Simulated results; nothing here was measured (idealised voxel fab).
A process module follows: voxel gate over fins.
Cross-section cut spans 155 nm and uses square cells 5 nm in size.
Square cells in a grid make up a cross-section in this document, and the grid is given as bands, listed from the top down, each one or more rows of cells.
Within each band entry, the heights of the top and of the bottom of the band appear first, in that order and in nm; the materials of the band then follow from left to right, each with its corresponding width in nm. The designation "all across" on a single material indicates that it fills the band from edge to edge; the designation "air" indicates empty space.
A quick word on heights: they are counted from 0, and under that level the wafer as it came to us is one material throughout. The lowest band is different from the rest in having no bottom; it simply continues downward, written as in "0 nm and below".
Think of "30..40" as a width that walks from the first number to the second as you go down the band, top row to bottom row, taking equal-sized steps from row to row.
"nothing changed" (step): cross-section cells unchanged, all of them.
Entry "Sealed cavities". Content: empty spaces with no open connection to the top, size 8 cells or greater. Each: width x height at distance. Distance: from left edge. Unit: nm.
That trailing text on a step's line, after the settings, is the simulator's own remark on the step.
overlay nm: for a step with a mask, the amount by which the mask lay right of where it was planned; a negative amount means left of it.

List of planned process steps:
1) RECEIVE [material Si]
2) CONFORMAL_DEP [material SiN] [thk nm 10]
3) MASKED_ETCH [tone cover] [mask id FINS] [width nm 15] [pitch nm 40] [etch materials SiN] [depth nm 10] [overlay nm 0]
4) MASKED_ETCH [tone cover] [mask id FINS] [width nm 15] [pitch nm 40] [etch materials Si] [depth nm 40] [overlay nm 0]
5) OXIDIZE [depth nm 5]
6) FILL_DEP [material SiO2] [thk nm 10]
7) CMP [height nm 10]
8) SELECTIVE_ETCH [etch materials SiO2] [depth nm 25]
9) STRIP [etch materials SiN]
10) CONFORMAL_DEP [material HfO2] [thk nm 5]
11) CONFORMAL_DEP [material TiN] [thk nm 5]
12) CONFORMAL_DEP [material TiAl] [thk nm 5]
13) CONFORMAL_DEP [material TiN] [thk nm 5]
14) FILL_DEP [material W] [thk nm 10]
15) CMP [height nm 25]
16) CONFORMAL_DEP [material SiCN] [thk nm 5]

First wafer out of two, processed as planned:

Cross-section of the wafer at receipt, which is the condition after step 1:
* 0 nm and below  Si all across
* Sealed cavities: none

Cross-section: wafer state after step 2:
* 10 nm to 0 nm  SiN all across
* Note: structure below 0 unchanged.

Cross-section: wafer state after step 3:
* 10 nm to 0 nm  50 air / 15 SiN / 25 air / 15 SiN / 50 air
* Note: structure below 0 unchanged.

Cross-section: wafer state after step 4:
* 10 nm to 0 nm  50 air / 15 SiN / 25 air / 15 SiN / 50 air
* 0 nm to -40 nm  50 air / 15 Si / 25 air / 15 Si / 50 air
* Note: structure below -40 unchanged.

Cross-section: wafer state after step 5:
* 10 nm to 0 nm  50 air / 15 SiN / 25 air / 15 SiN / 50 air
* 0 nm to -40 nm  50 air / 5 SiO2 / 5 Si / 5 SiO2 / 25 air / 5 SiO2 / 5 Si / 5 SiO2 / 50 air
* -40 nm to -45 nm  55 SiO2 / 5 Si / 35 SiO2 / 5 Si / 55 SiO2
* Note: structure below -45 unchanged.

Cross-section: wafer state after step 6:
* 20 nm to 10 nm  SiO2 all across
* 10 nm to 0 nm  50 SiO2 / 15 SiN / 25 SiO2 / 15 SiN / 50 SiO2
* 0 nm to -45 nm  55 SiO2 / 5 Si / 35 SiO2 / 5 Si / 55 SiO2
* Note: structure below -45 unchanged.

Cross-section: wafer state after step 7:
* 10 nm to 0 nm  50 SiO2 / 15 SiN / 25 SiO2 / 15 SiN / 50 SiO2
* Note: structure below 0 unchanged.

Cross-section: wafer state after step 8:
* 10 nm to 0 nm  50 air / 15 SiN / 25 air / 15 SiN / 50 air
* 0 nm to -15 nm  55 air / 5 Si / 35 air / 5 Si / 55 air
* Note: structure below -15 unchanged.

Cross-section: wafer state after step 9:
* 0 nm to -15 nm  55 air / 5 Si / 35 air / 5 Si / 55 air
* Note: structure below -15 unchanged.

Cross-section: wafer state after step 10:
* 5 nm to 0 nm  50 air / 15 HfO2 / 25 air / 15 HfO2 / 50 air
* 0 nm to -10 nm  50 air / 5 HfO2 / 5 Si / 5 HfO2 / 25 air / 5 HfO2 / 5 Si / 5 HfO2 / 50 air
* -10 nm to -15 nm  55 HfO2 / 5 Si / 35 HfO2 / 5 Si / 55 HfO2
* Note: structure below -15 unchanged.

Cross-section: wafer state after step 11:
* 10 nm to 5 nm  45 air / 25 TiN / 15 air / 25 TiN / 45 air
* 5 nm to 0 nm  45 air / 5 TiN / 15 HfO2 / 5 TiN / 15 air / 5 TiN / 15 HfO2 / 5 TiN / 45 air
* 0 nm to -5 nm  45 air / 5 TiN / 5 HfO2 / 5 Si / 5 HfO2 / 5 TiN / 15 air / 5 TiN / 5 HfO2 / 5 Si / 5 HfO2 / 5 TiN / 45 air
* -5 nm to -10 nm  50 TiN / 5 HfO2 / 5 Si / 5 HfO2 / 25 TiN / 5 HfO2 / 5 Si / 5 HfO2 / 50 TiN
* Note: structure below -10 unchanged.

Cross-section: wafer state after step 12:
* 15 nm to 10 nm  40 air / 35 TiAl / 5 air / 35 TiAl / 40 air
* 10 nm to 5 nm  40 air / 5 TiAl / 25 TiN / 5 TiAl / 5 air / 5 TiAl / 25 TiN / 5 TiAl / 40 air
* 5 nm to 0 nm  40 air / 5 TiAl / 5 TiN / 15 HfO2 / 5 TiN / 5 TiAl / 5 air / 5 TiAl / 5 TiN / 15 HfO2 / 5 TiN / 5 TiAl / 40 air
* 0 nm to -5 nm  45 TiAl / 5 TiN / 5 HfO2 / 5 Si / 5 HfO2 / 5 TiN / 15 TiAl / 5 TiN / 5 HfO2 / 5 Si / 5 HfO2 / 5 TiN / 45 TiAl
* Note: structure below -5 unchanged.

Cross-section: wafer state after step 13:
* 20 nm to 15 nm  35 air / 85 TiN / 35 air
* 15 nm to 10 nm  35 air / 5 TiN / 35 TiAl / 5 TiN / 35 TiAl / 5 TiN / 35 air
* 10 nm to 5 nm  35 air / 5 TiN / 5 TiAl / 25 TiN / 5 TiAl / 5 TiN / 5 TiAl / 25 TiN / 5 TiAl / 5 TiN / 35 air
* 5 nm to 0 nm  40 TiN / 5 TiAl / 5 TiN / 15 HfO2 / 5 TiN / 5 TiAl / 5 TiN / 5 TiAl / 5 TiN / 15 HfO2 / 5 TiN / 5 TiAl / 40 TiN
* Note: structure below 0 unchanged.

Cross-section: wafer state after step 14:
* 30 nm to 20 nm  W all across
* 20 nm to 15 nm  35 W / 85 TiN / 35 W
* 15 nm to 10 nm  35 W / 5 TiN / 35 TiAl / 5 TiN / 35 TiAl / 5 TiN / 35 W
* 10 nm to 5 nm  35 W / 5 TiN / 5 TiAl / 25 TiN / 5 TiAl / 5 TiN / 5 TiAl / 25 TiN / 5 TiAl / 5 TiN / 35 W
* Note: structure below 5 unchanged.

Cross-section: wafer state after step 15:
* 25 nm to 20 nm  W all across
* Note: structure below 20 unchanged.

Cross-section: wafer state after step 16:
* 30 nm to 25 nm  SiCN all across
* Note: structure below 25 unchanged.

Second Wafer (Identical Start and Plan, One Processing Error; Matches First Wafer Through Step 2):

Cross-section: second wafer, time at which step 3 was scheduled to end:
* 10 nm to 0 nm  45 air / 25 SiN / 15 air / 25 SiN / 45 air
* Note: structure below 0 unchanged.

Cross-section: second wafer, time at which step 4 was scheduled to end:
* 10 nm to 0 nm  45 air / 25 SiN / 15 air / 25 SiN / 45 air
* 0 nm to -40 nm  45 air / 25 Si / 15 air / 25 Si / 45 air
* Note: structure below -40 unchanged.

Cross-section: second wafer, time at which step 5 was scheduled to end:
* 10 nm to 0 nm  45 air / 25 SiN / 15 air / 25 SiN / 45 air
* 0 nm to -40 nm  45 air / 5 SiO2 / 15 Si / 5 SiO2 / 15 air / 5 SiO2 / 15 Si / 5 SiO2 / 45 air
* -40 nm to -45 nm  50 SiO2 / 15 Si / 25 SiO2 / 15 Si / 50 SiO2
* Note: structure below -45 unchanged.

Cross-section: second wafer, time at which step 6 was scheduled to end:
* 20 nm to 10 nm  SiO2 all across
* 10 nm to 0 nm  45 SiO2 / 25 SiN / 15 SiO2 / 25 SiN / 45 SiO2
* 0 nm to -45 nm  50 SiO2 / 15 Si / 25 SiO2 / 15 Si / 50 SiO2
* Note: structure below -45 unchanged.

Cross-section: second wafer, time at which step 7 was scheduled to end:
* 10 nm to 0 nm  45 SiO2 / 25 SiN / 15 SiO2 / 25 SiN / 45 SiO2
* Note: structure below 0 unchanged.

Cross-section: second wafer, time at which step 8 was scheduled to end:
* 10 nm to 0 nm  45 air / 25 SiN / 15 air / 25 SiN / 45 air
* 0 nm to -15 nm  50 air / 15 Si / 25 air / 15 Si / 50 air
* Note: structure below -15 unchanged.

Cross-section: second wafer, time at which step 9 was scheduled to end:
* 0 nm to -15 nm  50 air / 15 Si / 25 air / 15 Si / 50 air
* Note: structure below -15 unchanged.

Cross-section: second wafer, time at which step 10 was scheduled to end:
* 5 nm to 0 nm  45 air / 25 HfO2 / 15 air / 25 HfO2 / 45 air
* 0 nm to -10 nm  45 air / 5 HfO2 / 15 Si / 5 HfO2 / 15 air / 5 HfO2 / 15 Si / 5 HfO2 / 45 air
* -10 nm to -15 nm  50 HfO2 / 15 Si / 25 HfO2 / 15 Si / 50 HfO2
* Note: structure below -15 unchanged.

Cross-section: second wafer, time at which step 11 was scheduled to end:
* 10 nm to 5 nm  40 air / 35 TiN / 5 air / 35 TiN / 40 air
* 5 nm to 0 nm  40 air / 5 TiN / 25 HfO2 / 5 TiN / 5 air / 5 TiN / 25 HfO2 / 5 TiN / 40 air
* 0 nm to -5 nm  40 air / 5 TiN / 5 HfO2 / 15 Si / 5 HfO2 / 5 TiN / 5 air / 5 TiN / 5 HfO2 / 15 Si / 5 HfO2 / 5 TiN / 40 air
* -5 nm to -10 nm  45 TiN / 5 HfO2 / 15 Si / 5 HfO2 / 15 TiN / 5 HfO2 / 15 Si / 5 HfO2 / 45 TiN
* Note: structure below -10 unchanged.

Cross-section: second wafer, time at which step 12 was scheduled to end:
* 15 nm to 10 nm  35 air / 85 TiAl / 35 air
* 10 nm to 5 nm  35 air / 5 TiAl / 35 TiN / 5 TiAl / 35 TiN / 5 TiAl / 35 air
* 5 nm to 0 nm  35 air / 5 TiAl / 5 TiN / 25 HfO2 / 5 TiN / 5 TiAl / 5 TiN / 25 HfO2 / 5 TiN / 5 TiAl / 35 air
* 0 nm to -5 nm  40 TiAl / 5 TiN / 5 HfO2 / 15 Si / 5 HfO2 / 5 TiN / 5 TiAl / 5 TiN / 5 HfO2 / 15 Si / 5 HfO2 / 5 TiN / 40 TiAl
* Note: structure below -5 unchanged.

Cross-section: second wafer, time at which step 13 was scheduled to end:
* 20 nm to 15 nm  30 air / 95 TiN / 30 air
* 15 nm to 10 nm  30 air / 5 TiN / 85 TiAl / 5 TiN / 30 air
* 10 nm to 5 nm  30 air / 5 TiN / 5 TiAl / 35 TiN / 5 TiAl / 35 TiN / 5 TiAl / 5 TiN / 30 air
* 5 nm to 0 nm  35 TiN / 5 TiAl / 5 TiN / 25 HfO2 / 5 TiN / 5 TiAl / 5 TiN / 25 HfO2 / 5 TiN / 5 TiAl / 35 TiN
* Note: structure below 0 unchanged.

Cross-section: second wafer, time at which step 14 was scheduled to end:
* 30 nm to 20 nm  W all across
* 20 nm to 15 nm  30 W / 95 TiN / 30 W
* 15 nm to 10 nm  30 W / 5 TiN / 85 TiAl / 5 TiN / 30 W
* 10 nm to 5 nm  30 W / 5 TiN / 5 TiAl / 35 TiN / 5 TiAl / 35 TiN / 5 TiAl / 5 TiN / 30 W
* Note: structure below 5 unchanged.

Cross-section: second wafer, time at which step 15 was scheduled to end:
* 25 nm to 20 nm  W all across
* Note: structure below 20 unchanged.

Cross-section: second wafer, time at which step 16 was scheduled to end:
* 30 nm to 25 nm  SiCN all across
* Note: structure below 25 unchanged.
Against the plan, the run slipped here: step 3 went in with a setting other than planned; the actual run was MASKED_ETCH [tone cover] [mask id FINS] [width nm 25] [pitch nm 40] [etch materials SiN] [depth nm 10] [overlay nm 0]
Looking at both finished wafers in cells, the second ends up ahead of or behind the first on some materials: Si: 36 more; SiO2: 24 fewer; TiAl: 3 fewer; TiN: 3 fewer; W: 6 fewer
